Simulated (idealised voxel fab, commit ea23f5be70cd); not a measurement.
process module | voxel transistor to metal
cross-section cut | 185 nm wide | cells 5 nm
A cross-section is a grid of square cells, given in bands from the top down. A band is one or more rows of cells.
Each band's line starts with the height of the band's top and of its bottom, in nm. Then come its materials from left to right, each with its width in nm. One material with "throughout" fills the band from edge to edge. "air" is empty space.
Height 0 is the level under which the wafer as received is all one material. The lowest band goes on downwards, as in "0 down".
A width such as "30 to 40" changes by the same amount from each row of cells to the next, from the band's top row to its bottom row.
"no change" after a step means that no cell of the cross-section changed.
closed voids: empty space of 8 cells or more with no open way to the top, each as width x height at its distance from the left edge, in nm
after a step's settings: what the simulator itself notes on the step
overlay nm, on a step with a mask: how far to the right of its planned place the mask lay; to the left if negative
plan
1 op RECEIVE | material Si
2 op OXIDIZE | depth nm 5
3 op CONFORMAL_DEP | material SiN | thk nm 10
4 op PATTERN | tone cover | mask id ACTIVE | material resist | width nm 120 | thk nm 15 | overlay nm 0
5 op DIRECTIONAL_ETCH | etch materials SiN | depth nm 10
6 op DIRECTIONAL_ETCH | etch materials SiO2 | depth nm 5
7 op DIRECTIONAL_ETCH | etch materials Si | depth nm 25
8 op STRIP | etch materials resist
9 op OXIDIZE | depth nm 5
10 op FILL_DEP | material SiO2 | thk nm 15
11 op CMP | height nm 10
12 op SELECTIVE_ETCH | etch materials SiO2 | depth nm 10
13 op STRIP | etch materials SiN
14 op SELECTIVE_ETCH | etch materials SiO2 | depth nm 5
15 op OXIDIZE | depth nm 5
16 op DIRECTIONAL_DEP | material polySi | thk nm 25
17 op DIRECTIONAL_DEP | material SiCN | thk nm 15
18 op PATTERN | tone cover | mask id GATE | material resist | width nm 30 | thk nm 15 | overlay nm 0
19 op DIRECTIONAL_ETCH | etch materials SiCN | depth nm 25
20 op DIRECTIONAL_ETCH | etch materials polySi | depth nm 35
21 op STRIP | etch materials resist
22 op CONFORMAL_DEP | material SiO2 | thk nm 5
23 op DIRECTIONAL_ETCH | etch materials SiO2 | depth nm 5
24 op CONFORMAL_DEP | material SiN | thk nm 5
25 op DIRECTIONAL_ETCH | etch materials SiN | depth nm 5
26 op DIRECTIONAL_ETCH | etch materials SiO2 | depth nm 5
27 op DIRECTIONAL_ETCH | etch materials Si | depth nm 5
28 op EPI | material nSi | thk nm 10
29 op FILL_DEP | material SiO2 | thk nm 10
30 op CMP | height nm 20
31 op STRIP | etch materials polySi
32 op SELECTIVE_ETCH | etch materials SiO2 | depth nm 5
33 op CONFORMAL_DEP | material HfO2 | thk nm 5
34 op CONFORMAL_DEP | material TiN | thk nm 5
35 op FILL_DEP | material W | thk nm 5
36 op CMP | height nm 15
37 op DIRECTIONAL_DEP | material SiO2 | thk nm 10
38 op DIRECTIONAL_DEP | material aC | thk nm 15
39 op PATTERN | tone open | mask id CONTACT | material resist | width nm 20 | pitch nm 90 | thk nm 30 | overlay nm 0
40 op DIRECTIONAL_ETCH | etch materials aC | depth nm 15
41 op STRIP | etch materials resist
42 op DIRECTIONAL_ETCH | etch materials SiO2 | depth nm 30
43 op STRIP | etch materials aC
44 op CONFORMAL_DEP | material TiN | thk nm 5
45 op FILL_DEP | material Ru | thk nm 10
46 op CMP | height nm 25
47 op CONFORMAL_DEP | material SiN | thk nm 5
48 op DIRECTIONAL_DEP | material lowk | thk nm 20
49 op MASKED_ETCH | tone open | mask id METAL_1 | width nm 20 | pitch nm 90 | etch materials lowk | depth nm 20 | overlay nm 0
50 op MASKED_ETCH | tone open | mask id METAL_1 | width nm 20 | pitch nm 90 | etch materials SiN | depth nm 5 | overlay nm 0
51 op CONFORMAL_DEP | material TiN | thk nm 5
52 op FILL_DEP | material W | thk nm 10
53 op CMP | height nm 50
54 op EPI | material Ru | thk nm 5
55 op FILL_DEP | material SiCN | thk nm 5
56 op DIRECTIONAL_DEP | material lowk | thk nm 30
57 op PATTERN | tone open | mask id METAL_2_HOLES | material resist | width nm 15 | pitch nm 90 | thk nm 20 | overlay nm 0
58 op DIRECTIONAL_ETCH | etch materials lowk | depth nm 30
59 op STRIP | etch materials resist
60 op PATTERN | tone open | mask id METAL_2 | material resist | width nm 20 | pitch nm 90 | thk nm 15 | overlay nm 0
61 op DIRECTIONAL_ETCH | etch materials lowk | depth nm 20
62 op DIRECTIONAL_ETCH | etch materials SiCN | depth nm 5
63 op STRIP | etch materials resist
64 op CONFORMAL_DEP | material TiN | thk nm 5
65 op FILL_DEP | material Cu | thk nm 10
66 op CMP | height nm 90
67 op CONFORMAL_DEP | material SiN | thk nm 5
as received, after step 1
  0 down: Si throughout
  closed voids: none
first wafer at the end, as planned
  95 to 90: SiN throughout
  90 to 75: lowk 35 | TiN 5 | Cu 10 | TiN 5 | lowk 70 | TiN 5 | Cu 10 | TiN 5 | lowk 40
  75 to 70: lowk 35 | TiN 5 | Cu 5 | TiN 10 | lowk 70 | TiN 5 | Cu 5 | TiN 10 | lowk 40
  70 to 60: lowk 35 | TiN 5 | Cu 5 | TiN 5 | lowk 75 | TiN 5 | Cu 5 | TiN 5 | lowk 45
  60 to 55: SiCN 35 | TiN 15 | SiCN 75 | TiN 15 | SiCN 45
  55 to 50: SiCN 30 | Ru 30 | SiCN 60 | Ru 30 | SiCN 35
  50 to 30: lowk 35 | TiN 5 | W 10 | TiN 5 | lowk 70 | TiN 5 | W 10 | TiN 5 | lowk 40
  30 to 25: SiN 35 | TiN 20 | SiN 70 | TiN 20 | SiN 40
  25 to 15: SiO2 35 | TiN 5 | Ru 10 | TiN 5 | SiO2 70 | TiN 5 | Ru 10 | TiN 5 | SiO2 40
  15 to 0: SiO2 35 | TiN 5 | Ru 10 | TiN 5 | SiO2 10 | SiN 5 | HfO2 5 | TiN 5 | W 20 | TiN 5 | HfO2 5 | SiN 5 | SiO2 10 | TiN 5 | Ru 10 | TiN 5 | SiO2 40
  0 to -5: SiO2 35 | TiN 20 | nSi 10 | SiN 5 | HfO2 5 | TiN 30 | HfO2 5 | SiN 5 | nSi 10 | TiN 20 | SiO2 40
  -5 to -10: SiO2 30 | nSi 35 | SiO2 5 | HfO2 40 | SiO2 5 | nSi 35 | SiO2 35
  -10 to -15: SiO2 35 | nSi 30 | Si 50 | nSi 30 | SiO2 40
  -15 to -35: SiO2 35 | Si 110 | SiO2 40
  -35 down: Si throughout
  closed voids: none
second wafer at the end: like start, like plan, one mistake
  95 to 90: SiN throughout
  90 to 75: lowk 35 | TiN 5 | Cu 10 | TiN 5 | lowk 70 | TiN 5 | Cu 10 | TiN 5 | lowk 40
  75 to 70: lowk 35 | TiN 5 | Cu 5 | TiN 10 | lowk 70 | TiN 5 | Cu 5 | TiN 10 | lowk 40
  70 to 60: lowk 35 | TiN 5 | Cu 5 | TiN 5 | lowk 75 | TiN 5 | Cu 5 | TiN 5 | lowk 45
  60 to 55: SiCN 35 | TiN 15 | SiCN 75 | TiN 15 | SiCN 45
  55 to 50: SiCN 30 | Ru 30 | SiCN 60 | Ru 30 | SiCN 35
  50 to 30: lowk 35 | TiN 5 | W 10 | TiN 5 | lowk 70 | TiN 5 | W 10 | TiN 5 | lowk 40
  30 to 25: SiN 35 | TiN 20 | SiN 70 | TiN 20 | SiN 40
  25 to 15: SiO2 35 | TiN 5 | Ru 10 | TiN 5 | SiO2 70 | TiN 5 | Ru 10 | TiN 5 | SiO2 40
  15 to 0: SiO2 35 | TiN 5 | Ru 10 | TiN 5 | SiO2 10 | SiN 5 | HfO2 5 | TiN 5 | W 20 | TiN 5 | HfO2 5 | SiN 5 | SiO2 10 | TiN 5 | Ru 10 | TiN 5 | SiO2 40
  0 to -5: SiO2 35 | TiN 20 | nSi 10 | SiN 5 | HfO2 5 | TiN 30 | HfO2 5 | SiN 5 | nSi 10 | TiN 20 | SiO2 40
  -5 to -10: SiO2 30 | nSi 35 | SiO2 5 | HfO2 40 | SiO2 5 | nSi 35 | SiO2 35
  -10 to -15: SiO2 35 | nSi 30 | Si 50 | nSi 30 | SiO2 40
  -15 to -60: SiO2 35 | Si 110 | SiO2 40
  -60 down: Si throughout
  closed voids: none
what went wrong: step 7 was run twice
at the end the second wafer has, in cells: 75 fewer of Si | 75 more of SiO2
